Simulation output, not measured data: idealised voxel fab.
Herein follows the process module entitled voxel released beams.
Cross-section cut spans 290 nm and uses square cells 5 nm in size.
This document writes a cross-section as a grid whose cells are square, and gives it as bands, listed from the top down; one or more rows of cells form a band. Within each band entry, the heights of the top and of the bottom of the band appear first, in that order and in nm; the materials of the band then follow from left to right, each with its corresponding width in nm. The designation "everywhere" on a single material indicates that it fills the band from edge to edge; the designation "empty" indicates empty space. All heights in this document are referenced to 0, defined as the level beneath which the wafer, as received, consists entirely of one material. The lowest band is not bounded below; it extends indefinitely downward and is written in the form "0 and below". Quick explanation for "30->40": the width changes in equal steps down the rows of cells, from the first number in the band's top row to the second number in its bottom row. Reading "no modification" for a step: not a cell of the cross-section changed in it. Under "Enclosed void list" you'll find the enclosed gaps, the ones with no way out to the top, that are 8 cells or bigger; each reads width x height at distance, with distance counted from the left edge, everything in nm. Anything after a step's settings on that line? It's the simulator's own note about the step. Among the settings permitted on a step's line is "overlay nm"; applied to a step with a mask, it specifies the extent to which the mask lay to the right of its planned position, whereas a negative figure signifies a position to the left.

Steps in the process plan:
step 1: RECEIVE [material Si]
step 2: CONFORMAL_DEP [material SiN] [thk nm 5]
step 3: DIRECTIONAL_DEP [material SiO2] [thk nm 10]
step 4: MASKED_ETCH [tone open] [mask id ANCHOR] [width nm 30] [etch materials SiO2] [depth nm 10] [overlay nm 0]
step 5: CONFORMAL_DEP [material TiN] [thk nm 10]
step 6: MASKED_ETCH [tone cover] [mask id BEAM] [width nm 100] [etch materials TiN] [depth nm 10] [overlay nm 0]
step 7: STRIP [etch materials SiO2]

Cross-section of the incoming wafer, state after step 1:
    0 and below  Si everywhere
    Enclosed void list: none

a wafer at the end: this start, this plan, one mistake:
    25 down to 15  90 empty, then 45 TiN, then 155 empty
    15 down to 5  85 empty, then 10 TiN, then 30 SiO2, then 65 TiN, then 100 empty
    5 down to 0  SiN everywhere
    0 and below  Si everywhere
    Enclosed void list: none
The mistake made against the process plan was this: step 4 ran differently from the plan; actual operation with settings: MASKED_ETCH [tone cover] [mask id ANCHOR] [width nm 30] [etch materials SiO2] [depth nm 10] [overlay nm 0]
